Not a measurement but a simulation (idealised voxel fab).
process module | voxel local oxidation
cross-section cut | 280 nm wide | cells 5 nm
A cross-section is a grid of square cells, given in bands from the top down. A band is one or more rows of cells.
Each band's line starts with the height of the band's top and of its bottom, in nm. Then come its materials from left to right, each with its width in nm. One material with "throughout" fills the band from edge to edge. "air" is empty space.
Height 0 is the level under which the wafer as received is all one material. The lowest band goes on downwards, as in "0 down".
A width such as "30 to 40" changes by the same amount from each row of cells to the next, from the band's top row to its bottom row.
"no change" after a step means that no cell of the cross-section changed.
closed voids: empty space of 8 cells or more with no open way to the top, each as width x height at its distance from the left edge, in nm
after a step's settings: what the simulator itself notes on the step
overlay nm, on a step with a mask: how far to the right of its planned place the mask lay; to the left if negative
Each pair below shows a cross-section before one step and the cross-section after it, down to the lowest band that changed. The line under each pair gives the step between them, with its settings. The pairs can come from different runs of this module on the same starting wafer, so a pair continues from the pair above only where its "before" says so.
before
  0 down: Si throughout
  closed voids: none
after
  5 to 0: SiO2 throughout
  below 0: unchanged
  closed voids: none
the step between: op CONFORMAL_DEP | material SiO2 | thk nm 5
before: the cross-section after the pair above
after
  20 to 5: SiN throughout
  below 5: unchanged
  closed voids: none
the step between: op CONFORMAL_DEP | material SiN | thk nm 15
before: the cross-section after the pair above
after
  35 to 20: aC throughout
  below 20: unchanged
  closed voids: none
the step between: op DIRECTIONAL_DEP | material aC | thk nm 15
before: the cross-section after the pair above
after
  65 to 35: air 75 | resist 125 | air 80
  below 35: unchanged
  closed voids: none
the step between: op PATTERN | tone cover | mask id ACTIVE | material resist | width nm 125 | thk nm 30 | overlay nm 0
before: the cross-section after the pair above
after
  50 to 35: air 75 | resist 125 | air 80
  35 to 20: air 75 | aC 125 | air 80
  below 20: unchanged
  closed voids: none
the step between: op DIRECTIONAL_ETCH | etch materials aC | depth nm 15
before: the cross-section after the pair above
after
  35 to 20: air 75 | aC 125 | air 80
  below 20: unchanged
  closed voids: none
the step between: op STRIP | etch materials resist
before: the cross-section after the pair above
after
  35 to 20: air 75 | aC 125 | air 80
  20 to 5: air 75 | SiN 125 | air 80
  below 5: unchanged
  closed voids: none
the step between: op DIRECTIONAL_ETCH | etch materials SiN | depth nm 15
before: the cross-section after the pair above
after
  20 to 5: air 75 | SiN 125 | air 80
  below 5: unchanged
  closed voids: none
the step between: op STRIP | etch materials aC
before: the cross-section after the pair above
after
  20 to 5: air 75 | SiN 125 | air 80
  5 to 0: air 80 | SiO2 115 | air 85
  below 0: unchanged
  closed voids: none
the step between: op SELECTIVE_ETCH | etch materials SiO2 | depth nm 5
before: the cross-section after the pair above
after
  20 to 5: air 75 | SiN 125 | air 80
  5 to 0: air 80 | SiO2 115 | air 85
  0 to -15: SiO2 95 | Si 85 | SiO2 100
  below -15: unchanged
  closed voids: none
the step between: op OXIDIZE | depth nm 15
before: the cross-section after the pair above
after
  5 to 0: air 80 | SiO2 115 | air 85
  below 0: unchanged
  closed voids: none
the step between: op STRIP | etch materials SiN
before
  0 down: Si throughout
  closed voids: none
after
  15 to 0: SiN throughout
  below 0: unchanged
  closed voids: none
the step between: op CONFORMAL_DEP | material SiN | thk nm 15
before: the cross-section after the pair above
after
  30 to 15: aC throughout
  below 15: unchanged
  closed voids: none
the step between: op DIRECTIONAL_DEP | material aC | thk nm 15
before: the cross-section after the pair above
after
  60 to 30: air 75 | resist 125 | air 80
  below 30: unchanged
  closed voids: none
the step between: op PATTERN | tone cover | mask id ACTIVE | material resist | width nm 125 | thk nm 30 | overlay nm 0
before: the cross-section after the pair above
after
  45 to 30: air 75 | resist 125 | air 80
  30 to 15: air 75 | aC 125 | air 80
  below 15: unchanged
  closed voids: none
the step between: op DIRECTIONAL_ETCH | etch materials aC | depth nm 15
before: the cross-section after the pair above
after
  30 to 15: air 75 | aC 125 | air 80
  below 15: unchanged
  closed voids: none
the step between: op STRIP | etch materials resist
before: the cross-section after the pair above
after
  30 to 15: air 75 | aC 125 | air 80
  15 to 0: air 75 | SiN 125 | air 80
  below 0: unchanged
  closed voids: none
the step between: op DIRECTIONAL_ETCH | etch materials SiN | depth nm 15
before: the cross-section after the pair above
after
  15 to 0: air 75 | SiN 125 | air 80
  below 0: unchanged
  closed voids: none
the step between: op STRIP | etch materials aC
before: the cross-section after the pair above
after
  15 to 0: air 75 | SiN 125 | air 80
  0 to -15: SiO2 90 | Si 95 | SiO2 95
  below -15: unchanged
  closed voids: none
the step between: op OXIDIZE | depth nm 15
before: the cross-section after the pair above
after
  0 to -15: SiO2 90 | Si 95 | SiO2 95
  below -15: unchanged
  closed voids: none
the step between: op STRIP | etch materials SiN
before
  50 to 35: air 75 | resist 125 | air 80
  35 to 20: air 75 | aC 125 | air 80
  20 to 5: SiN throughout
  5 to 0: SiO2 throughout
  0 down: Si throughout
  closed voids: none
after
  50 to 35: air 75 | resist 125 | air 80
  35 to 20: air 75 | aC 125 | air 80
  20 to 5: air 75 | SiN 125 | air 80
  below 5: unchanged
  closed voids: none
the step between: op DIRECTIONAL_ETCH | etch materials SiN | depth nm 15
before: the cross-section after the pair above
after
  35 to 20: air 75 | aC 125 | air 80
  below 20: unchanged
  closed voids: none
the step between: op STRIP | etch materials resist
before
  20 to 5: air 75 | SiN 125 | air 80
  5 to 0: air 80 | SiO2 115 | air 85
  0 down: Si throughout
  closed voids: none
after
  20 to 5: air 75 | SiN 125 | air 80
  5 to 0: air 80 | SiO2 115 | air 85
  0 to -25: SiO2 105 | Si 65 | SiO2 110
  below -25: unchanged
  closed voids: none
the step between: op OXIDIZE | depth nm 25
before: the cross-section after the pair above
after
  5 to 0: air 80 | SiO2 115 | air 85
  below 0: unchanged
  closed voids: none
the step between: op STRIP | etch materials SiN
before
  35 to 20: aC throughout
  20 to 5: SiN throughout
  5 to 0: SiO2 throughout
  0 down: Si throughout
  closed voids: none
after
  65 to 35: air 80 | resist 120 | air 80
  below 35: unchanged
  closed voids: none
the step between: op PATTERN | tone cover | mask id ACTIVE | material resist | width nm 120 | thk nm 30 | overlay nm 0
before: the cross-section after the pair above
after
  50 to 35: air 80 | resist 120 | air 80
  35 to 20: air 80 | aC 120 | air 80
  below 20: unchanged
  closed voids: none
the step between: op DIRECTIONAL_ETCH | etch materials aC | depth nm 15
before: the cross-section after the pair above
after
  35 to 20: air 80 | aC 120 | air 80
  below 20: unchanged
  closed voids: none
the step between: op STRIP | etch materials resist
before: the cross-section after the pair above
after
  35 to 20: air 80 | aC 120 | air 80
  20 to 5: air 80 | SiN 120 | air 80
  below 5: unchanged
  closed voids: none
the step between: op DIRECTIONAL_ETCH | etch materials SiN | depth nm 15
before: the cross-section after the pair above
after
  20 to 5: air 80 | SiN 120 | air 80
  below 5: unchanged
  closed voids: none
the step between: op STRIP | etch materials aC
before: the cross-section after the pair above
after
  20 to 5: air 80 | SiN 120 | air 80
  5 to 0: air 85 | SiO2 110 | air 85
  below 0: unchanged
  closed voids: none
the step between: op SELECTIVE_ETCH | etch materials SiO2 | depth nm 5
before: the cross-section after the pair above
after
  20 to 5: air 80 | SiN 120 | air 80
  5 to 0: air 85 | SiO2 110 | air 85
  0 to -15: SiO2 100 | Si 80 | SiO2 100
  below -15: unchanged
  closed voids: none
the step between: op OXIDIZE | depth nm 15
before: the cross-section after the pair above
after
  5 to 0: air 85 | SiO2 110 | air 85
  below 0: unchanged
  closed voids: none
the step between: op STRIP | etch materials SiN
before
  35 to 20: aC throughout
  20 to 5: SiN throughout
  5 to 0: SiO2 throughout
  0 down: Si throughout
  closed voids: none
after
  65 to 35: air 80 | resist 125 | air 75
  below 35: unchanged
  closed voids: none
the step between: op PATTERN | tone cover | mask id ACTIVE | material resist | width nm 125 | thk nm 30 | overlay nm 5
before: the cross-section after the pair above
after
  50 to 35: air 80 | resist 125 | air 75
  35 to 20: air 80 | aC 125 | air 75
  below 20: unchanged
  closed voids: none
the step between: op DIRECTIONAL_ETCH | etch materials aC | depth nm 15
before: the cross-section after the pair above
after
  35 to 20: air 80 | aC 125 | air 75
  below 20: unchanged
  closed voids: none
the step between: op STRIP | etch materials resist
before: the cross-section after the pair above
after
  35 to 20: air 80 | aC 125 | air 75
  20 to 5: air 80 | SiN 125 | air 75
  below 5: unchanged
  closed voids: none
the step between: op DIRECTIONAL_ETCH | etch materials SiN | depth nm 15
before: the cross-section after the pair above
after
  20 to 5: air 80 | SiN 125 | air 75
  below 5: unchanged
  closed voids: none
the step between: op STRIP | etch materials aC
before: the cross-section after the pair above
after
  20 to 5: air 80 | SiN 125 | air 75
  5 to 0: air 85 | SiO2 115 | air 80
  below 0: unchanged
  closed voids: none
the step between: op SELECTIVE_ETCH | etch materials SiO2 | depth nm 5
before: the cross-section after the pair above
after
  20 to 5: air 80 | SiN 125 | air 75
  5 to 0: air 85 | SiO2 115 | air 80
  0 to -15: SiO2 100 | Si 85 | SiO2 95
  below -15: unchanged
  closed voids: none
the step between: op OXIDIZE | depth nm 15
before: the cross-section after the pair above
after
  5 to 0: air 85 | SiO2 115 | air 80
  below 0: unchanged
  closed voids: none
the step between: op STRIP | etch materials SiN
before
  20 to 5: SiN throughout
  5 to 0: SiO2 throughout
  0 down: Si throughout
  closed voids: none
after
  35 to 20: SiO2 throughout
  below 20: unchanged
  closed voids: none
the step between: op DIRECTIONAL_DEP | material SiO2 | thk nm 15
before: the cross-section after the pair above
after
  65 to 35: air 75 | resist 125 | air 80
  below 35: unchanged
  closed voids: none
the step between: op PATTERN | tone cover | mask id ACTIVE | material resist | width nm 125 | thk nm 30 | overlay nm 0
before: the cross-section after the pair above
after
  50 to 35: air 75 | resist 125 | air 80
  below 35: unchanged
  closed voids: none
the step between: op DIRECTIONAL_ETCH | etch materials aC | depth nm 15
before: the cross-section after the pair above
after
  35 to 20: SiO2 throughout
  below 20: unchanged
  closed voids: none
the step between: op STRIP | etch materials resist
before: the cross-section after the pair above
after
  30 to 20: SiO2 throughout
  below 20: unchanged
  closed voids: none
the step between: op SELECTIVE_ETCH | etch materials SiO2 | depth nm 5
before
  35 to 20: aC throughout
  20 to 5: SiN throughout
  5 to 0: SiO2 throughout
  0 down: Si throughout
  closed voids: none
after
  65 to 35: resist 75 | air 125 | resist 80
  below 35: unchanged
  closed voids: none
the step between: op PATTERN | tone open | mask id ACTIVE | material resist | width nm 125 | thk nm 30 | overlay nm 0
before: the cross-section after the pair above
after
  50 to 35: resist 75 | air 125 | resist 80
  35 to 20: aC 75 | air 125 | aC 80
  below 20: unchanged
  closed voids: none
the step between: op DIRECTIONAL_ETCH | etch materials aC | depth nm 15
before: the cross-section after the pair above
after
  35 to 20: aC 75 | air 125 | aC 80
  below 20: unchanged
  closed voids: none
the step between: op STRIP | etch materials resist
before: the cross-section after the pair above
after
  35 to 20: aC 75 | air 125 | aC 80
  20 to 5: SiN 75 | air 125 | SiN 80
  below 5: unchanged
  closed voids: none
the step between: op DIRECTIONAL_ETCH | etch materials SiN | depth nm 15
before: the cross-section after the pair above
after
  20 to 5: SiN 75 | air 125 | SiN 80
  below 5: unchanged
  closed voids: none
the step between: op STRIP | etch materials aC
before: the cross-section after the pair above
after
  20 to 5: SiN 75 | air 125 | SiN 80
  5 to 0: SiO2 70 | air 135 | SiO2 75
  below 0: unchanged
  closed voids: none
the step between: op SELECTIVE_ETCH | etch materials SiO2 | depth nm 5
before: the cross-section after the pair above
after
  20 to 5: SiN 75 | air 125 | SiN 80
  5 to 0: SiO2 70 | air 135 | SiO2 75
  0 to -15: Si 55 | SiO2 165 | Si 60
  below -15: unchanged
  closed voids: none
the step between: op OXIDIZE | depth nm 15
before: the cross-section after the pair above
after
  5 to 0: SiO2 70 | air 135 | SiO2 75
  below 0: unchanged
  closed voids: none
the step between: op STRIP | etch materials SiN
